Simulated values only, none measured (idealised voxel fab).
A process module follows: voxel ribs on slabs.
Section cut is 185 nm wide and gridded with 5 nm square cells.
We lay out every cross-section as a grid of square cells and spell it out in bands from the top down, where one band means one or more rows of cells.
Heads up on the band format: heights come first, top then bottom, in nm. After that it's the materials left to right, each with its width in nm. A single material flagged "edge to edge" fills the whole band edge to edge, and "blank" means there's empty space there.
For the purposes of this specification, 0 denotes the height below which the wafer in its as-received condition is composed wholly of one material, and the lowermost band, lacking a lower limit, extends downward without end, as expressed in "0..down".
Read "30..40" as a graded width: first number on top, second number at the bottom, same change between each pair of neighbouring rows.
Where a step carries "stayed the same", the cross-section came out of it unchanged, cell for cell.
Empty spaces counting at least 8 cells and having no open way to the top are listed in "Tabulated closed voids". The notation width x height at distance is used for each, the distance being from the left edge and all three values in nm.
On each step's line, the part that comes after the settings is the simulator's own comment on the step.
overlay nm: mask offset rightward from planned place, masked step; negative means leftward offset.

# Planned step list for the process
1. RECEIVE | material Si
2. DIRECTIONAL_DEP | material SiO2 | thk nm 30
3. DIRECTIONAL_DEP | material SiN | thk nm 20
4. MASKED_ETCH | tone cover | mask id RIB | width nm 15 | etch materials SiN | depth nm 15 | overlay nm 0
5. MASKED_ETCH | tone cover | mask id SLAB | width nm 65 | etch materials SiN | depth nm 5 | overlay nm 0
6. FILL_DEP | material SiO2 | thk nm 20
7. CMP | height nm 60
8. DIRECTIONAL_DEP | material TiN | thk nm 10
9. MASKED_ETCH | tone cover | mask id HEATER | width nm 25 | etch materials TiN | depth nm 10 | overlay nm 0
10. CONFORMAL_DEP | material SiN | thk nm 5

# So this is the incoming wafer in cross-section - it's already been through step 1
    0..down: Si edge to edge
    Tabulated closed voids: none

# First of two wafers: cross-section at end of module, run per plan
    75..70: blank (75) | SiN (35) | blank (75)
    70..65: blank (75) | SiN (5) | TiN (25) | SiN (5) | blank (75)
    65..60: SiN (80) | TiN (25) | SiN (80)
    60..50: SiO2 edge to edge
    50..35: SiO2 (85) | SiN (15) | SiO2 (85)
    35..30: SiO2 (60) | SiN (65) | SiO2 (60)
    30..0: SiO2 edge to edge
    0..down: Si edge to edge
    Tabulated closed voids: none

# Second wafer of the two, sectioned at the end of the module. It began like the first and followed the same plan, but one mistake was made while running it
    70..60: blank (80) | TiN (25) | blank (80)
    60..50: SiO2 edge to edge
    50..35: SiO2 (85) | SiN (15) | SiO2 (85)
    35..30: SiO2 (60) | SiN (65) | SiO2 (60)
    30..0: SiO2 edge to edge
    0..down: Si edge to edge
    Tabulated closed voids: none
Diagnosis: step 10 of the plan was jumped over and never run
End of process, cell counts, second wafer against first, materials with more or fewer: SiN: 41 fewer
